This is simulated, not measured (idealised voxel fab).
The process module presented herein is designated voxel self aligned vias.
Cross-sectional view cut (width: 295 nm; square cell size: 5 nm).
Bands, listed from the top down, are how a cross-section gets written in this document; the cross-section itself is a grid of square cells, and a band is one or more rows of them. Each band's line starts with the height of the band's top and of its bottom, in nm. Then come its materials from left to right, each with its width in nm. One material with "edge to edge" fills the band from edge to edge. "empty" is empty space. Heights are expressed relative to 0, this being the level below which the as-received wafer comprises one material exclusively. The lowest band is unbounded in the downward direction and is denoted as in "from 0 down". Width spec "30..40" -> top row of cells at first value, bottom row at second value, equal per-row change in between. Take "everything unchanged" at face value: in the step it is given for, the cross-section changed in none of its cells. Voids, fully enclosed: empty space of 8 cells or more with no open way to the top, each as width x height at its distance from the left edge, in nm. Heads up: the bit after the settings on a step's line is the simulator's remark on that step. "overlay nm", when on a step's line for a step with a mask, measures how far to the right of its planned place the mask lay; a negative measure means to the left.

## So here's the lineup of process steps we planned
step 1: RECEIVE,material Si
step 2: CONFORMAL_DEP,material SiO2,thk nm 10
step 3: CONFORMAL_DEP,material SiCN,thk nm 5
step 4: DIRECTIONAL_DEP,material lowk,thk nm 30
step 5: DIRECTIONAL_DEP,material aC,thk nm 15
step 6: PATTERN,tone open,mask id LINES,material resist,width nm 30,pitch nm 70,thk nm 35,overlay nm 0
step 7: DIRECTIONAL_ETCH,etch materials aC,depth nm 15
step 8: STRIP,etch materials resist
step 9: DIRECTIONAL_ETCH,etch materials lowk,depth nm 30
step 10: STRIP,etch materials aC
step 11: CONFORMAL_DEP,material TiN,thk nm 5
step 12: FILL_DEP,material W,thk nm 10
step 13: CMP,height nm 45
step 14: SELECTIVE_ETCH,etch materials W Ru TiN,depth nm 10
step 15: FILL_DEP,material SiN,thk nm 10
step 16: CMP,height nm 45
step 17: DIRECTIONAL_DEP,material lowk,thk nm 20
step 18: PATTERN,tone open,mask id VIAS,material resist,width nm 40,thk nm 15,overlay nm 0
step 19: DIRECTIONAL_ETCH,etch materials lowk,depth nm 20
step 20: DIRECTIONAL_ETCH,etch materials SiN,depth nm 10
step 21: STRIP,etch materials resist
step 22: CONFORMAL_DEP,material TiN,thk nm 5
step 23: FILL_DEP,material W,thk nm 5
step 24: CMP,height nm 65
step 25: CONFORMAL_DEP,material SiCN,thk nm 5

## Received-state cross-section, reflecting completion of step 1
- from 0 down = Si edge to edge
- Voids, fully enclosed: none

## The plan above was carried out on the starting structure above with one mistake, and this cross-section shows the wafer at the end of the module
- from 70 to 65 = SiCN edge to edge
- from 65 to 45 = lowk 90 nm | TiN 5 nm | W 30 nm | TiN 5 nm | lowk 165 nm
- from 45 to 40 = lowk 90 nm | TiN 5 nm | W 30 nm | TiN 5 nm | lowk 35 nm | SiN 30 nm | lowk 100 nm
- from 40 to 35 = lowk 90 nm | TiN 40 nm | lowk 35 nm | SiN 30 nm | lowk 100 nm
- from 35 to 25 = lowk 90 nm | TiN 10 nm | W 20 nm | TiN 10 nm | lowk 35 nm | TiN 5 nm | W 20 nm | TiN 5 nm | lowk 100 nm
- from 25 to 20 = lowk 95 nm | TiN 5 nm | W 20 nm | TiN 5 nm | lowk 40 nm | TiN 5 nm | W 20 nm | TiN 5 nm | lowk 100 nm
- from 20 to 15 = lowk 95 nm | TiN 30 nm | lowk 40 nm | TiN 30 nm | lowk 100 nm
- from 15 to 10 = SiCN edge to edge
- from 10 to 0 = SiO2 edge to edge
- from 0 down = Si edge to edge
- Voids, fully enclosed: none
Error vs. plan: step 19 of the plan saw execution twice
